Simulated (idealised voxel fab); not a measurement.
process module | voxel transistor to metal
cross-section cut | 265 nm wide | cells 5 nm
A cross-section is a grid of square cells, given in bands from the top down. A band is one or more rows of cells.
Each band's line starts with the height of the band's top and of its bottom, in nm. Then come its materials from left to right, each with its width in nm. One material with "throughout" fills the band from edge to edge. "air" is empty space.
Height 0 is the level under which the wafer as received is all one material. The lowest band goes on downwards, as in "0 down".
A width such as "30 to 40" changes by the same amount from each row of cells to the next, from the band's top row to its bottom row.
"no change" after a step means that no cell of the cross-section changed.
closed voids: empty space of 8 cells or more with no open way to the top, each as width x height at its distance from the left edge, in nm
after a step's settings: what the simulator itself notes on the step
overlay nm, on a step with a mask: how far to the right of its planned place the mask lay; to the left if negative
plan
1 op RECEIVE | material Si
2 op CONFORMAL_DEP | material SiO2 | thk nm 5
3 op CONFORMAL_DEP | material SiN | thk nm 15
4 op MASKED_ETCH | tone cover | mask id ACTIVE | width nm 100 | pitch nm 125 | etch materials SiN | depth nm 15 | overlay nm 0
5 op MASKED_ETCH | tone cover | mask id ACTIVE | width nm 100 | pitch nm 125 | etch materials SiO2 | depth nm 5 | overlay nm 0
6 op MASKED_ETCH | tone cover | mask id ACTIVE | width nm 100 | pitch nm 125 | etch materials Si | depth nm 35 | overlay nm 0
7 op OXIDIZE | depth nm 5
8 op FILL_DEP | material SiO2 | thk nm 5
9 op CMP | height nm 20
10 op SELECTIVE_ETCH | etch materials SiO2 | depth nm 15
11 op STRIP | etch materials SiN
12 op SELECTIVE_ETCH | etch materials SiO2 | depth nm 5
13 op OXIDIZE | depth nm 5
14 op DIRECTIONAL_DEP | material polySi | thk nm 20
15 op DIRECTIONAL_DEP | material SiCN | thk nm 15
16 op MASKED_ETCH | tone cover | mask id GATE | width nm 20 | pitch nm 125 | etch materials SiCN | depth nm 25 | overlay nm 0
17 op MASKED_ETCH | tone cover | mask id GATE | width nm 20 | pitch nm 125 | etch materials polySi | depth nm 30 | overlay nm 0
18 op CONFORMAL_DEP | material SiN | thk nm 10
19 op DIRECTIONAL_ETCH | etch materials SiN | depth nm 10
20 op DIRECTIONAL_ETCH | etch materials SiO2 | depth nm 5
21 op EPI | material pSi | thk nm 5
22 op FILL_DEP | material SiO2 | thk nm 5
23 op CMP | height nm 35
24 op DIRECTIONAL_DEP | material SiO2 | thk nm 15
25 op DIRECTIONAL_DEP | material aC | thk nm 10
26 op PATTERN | tone open | mask id CONTACT | material resist | width nm 30 | thk nm 25 | overlay nm 0
27 op DIRECTIONAL_ETCH | etch materials aC | depth nm 10
28 op STRIP | etch materials resist
29 op DIRECTIONAL_ETCH | etch materials SiO2 | depth nm 50
30 op STRIP | etch materials aC
31 op CONFORMAL_DEP | material TiN | thk nm 5
32 op FILL_DEP | material Ru | thk nm 10
33 op CMP | height nm 50
34 op DIRECTIONAL_DEP | material TiN | thk nm 5
35 op DIRECTIONAL_DEP | material Ru | thk nm 20
36 op PATTERN | tone cover | mask id METAL_1 | material resist | width nm 15 | thk nm 15 | overlay nm 0
37 op DIRECTIONAL_ETCH | etch materials Ru | depth nm 20
38 op DIRECTIONAL_ETCH | etch materials TiN | depth nm 5
39 op STRIP | etch materials resist
40 op FILL_DEP | material SiO2 | thk nm 5
41 op CMP | height nm 75
42 op CONFORMAL_DEP | material SiCN | thk nm 5
43 op DIRECTIONAL_DEP | material SiO2 | thk nm 35
44 op DIRECTIONAL_DEP | material aC | thk nm 15
45 op PATTERN | tone open | mask id METAL_2 | material resist | width nm 15 | pitch nm 125 | thk nm 30 | overlay nm 0
46 op DIRECTIONAL_ETCH | etch materials aC | depth nm 15
47 op STRIP | etch materials resist
48 op DIRECTIONAL_ETCH | etch materials SiO2 | depth nm 20
49 op STRIP | etch materials aC
50 op DIRECTIONAL_DEP | material aC | thk nm 10
51 op PATTERN | tone open | mask id METAL_2_HOLES | material resist | width nm 15 | pitch nm 125 | thk nm 25 | overlay nm 0
52 op DIRECTIONAL_ETCH | etch materials aC | depth nm 10
53 op STRIP | etch materials resist
54 op DIRECTIONAL_ETCH | etch materials SiO2 | depth nm 15
55 op DIRECTIONAL_ETCH | etch materials SiCN | depth nm 5
56 op STRIP | etch materials aC
57 op CONFORMAL_DEP | material TiN | thk nm 5
58 op FILL_DEP | material Cu | thk nm 10
59 op CMP | height nm 115
60 op CONFORMAL_DEP | material SiCN | thk nm 5
as received, after step 1
  0 down: Si throughout
  closed voids: none
a wafer at the end: this start, this plan, one mistake
  120 to 115: SiCN throughout
  115 to 105: SiO2 20 | TiN 5 | Cu 10 | TiN 5 | SiO2 105 | TiN 5 | Cu 10 | TiN 5 | SiO2 100
  105 to 100: SiO2 20 | TiN 10 | Cu 5 | TiN 5 | SiO2 105 | TiN 10 | Cu 5 | TiN 5 | SiO2 100
  100 to 95: SiO2 25 | TiN 15 | SiO2 110 | TiN 15 | SiO2 100
  95 to 80: SiO2 25 | TiN 10 | SiO2 115 | TiN 10 | SiO2 105
  80 to 75: SiCN 25 | TiN 10 | SiCN 115 | TiN 10 | SiCN 105
  75 to 55: SiO2 25 | Ru 15 | SiO2 60 | Ru 15 | SiO2 35 | Ru 15 | SiO2 60 | Ru 15 | SiO2 25
  55 to 50: SiO2 25 | TiN 15 | SiO2 60 | TiN 15 | SiO2 35 | TiN 15 | SiO2 60 | TiN 15 | SiO2 25
  50 to 40: SiO2 25 | TiN 5 | Ru 20 | TiN 5 | SiO2 30 | TiN 5 | Ru 20 | TiN 5 | SiO2 35 | TiN 5 | Ru 20 | TiN 5 | SiO2 30 | TiN 5 | Ru 20 | TiN 5 | SiO2 25
  40 to 35: SiO2 25 | TiN 5 | Ru 15 | TiN 10 | SiO2 30 | TiN 10 | Ru 15 | TiN 5 | SiO2 35 | TiN 5 | Ru 15 | TiN 10 | SiO2 30 | TiN 10 | Ru 15 | TiN 5 | SiO2 25
  35 to 20: SiO2 25 | TiN 5 | Ru 15 | TiN 5 | SiN 10 | SiCN 20 | SiN 10 | TiN 5 | Ru 15 | TiN 5 | SiO2 35 | TiN 5 | Ru 15 | TiN 5 | SiN 10 | SiCN 20 | SiN 10 | TiN 5 | Ru 15 | TiN 5 | SiO2 25
  20 to 5: SiO2 25 | TiN 5 | Ru 15 | TiN 5 | SiN 10 | polySi 20 | SiN 10 | TiN 5 | Ru 15 | TiN 5 | SiO2 35 | TiN 5 | Ru 15 | TiN 5 | SiN 10 | polySi 20 | SiN 10 | TiN 5 | Ru 15 | TiN 5 | SiO2 25
  5 to 0: SiO2 25 | TiN 25 | SiN 10 | polySi 20 | SiN 10 | TiN 25 | SiO2 35 | TiN 25 | SiN 10 | polySi 20 | SiN 10 | TiN 25 | SiO2 25
  0 to -5: SiO2 20 | pSi 30 | SiO2 40 | pSi 30 | SiO2 25 | pSi 30 | SiO2 40 | pSi 30 | SiO2 20
  -5 to -40: SiO2 25 | Si 90 | SiO2 35 | Si 90 | SiO2 25
  -40 down: Si throughout
  closed voids: none
what went wrong: step 51 ran as: op PATTERN | tone open | mask id METAL_2_HOLES | material resist | width nm 15 | pitch nm 125 | thk nm 25 | overlay nm -5
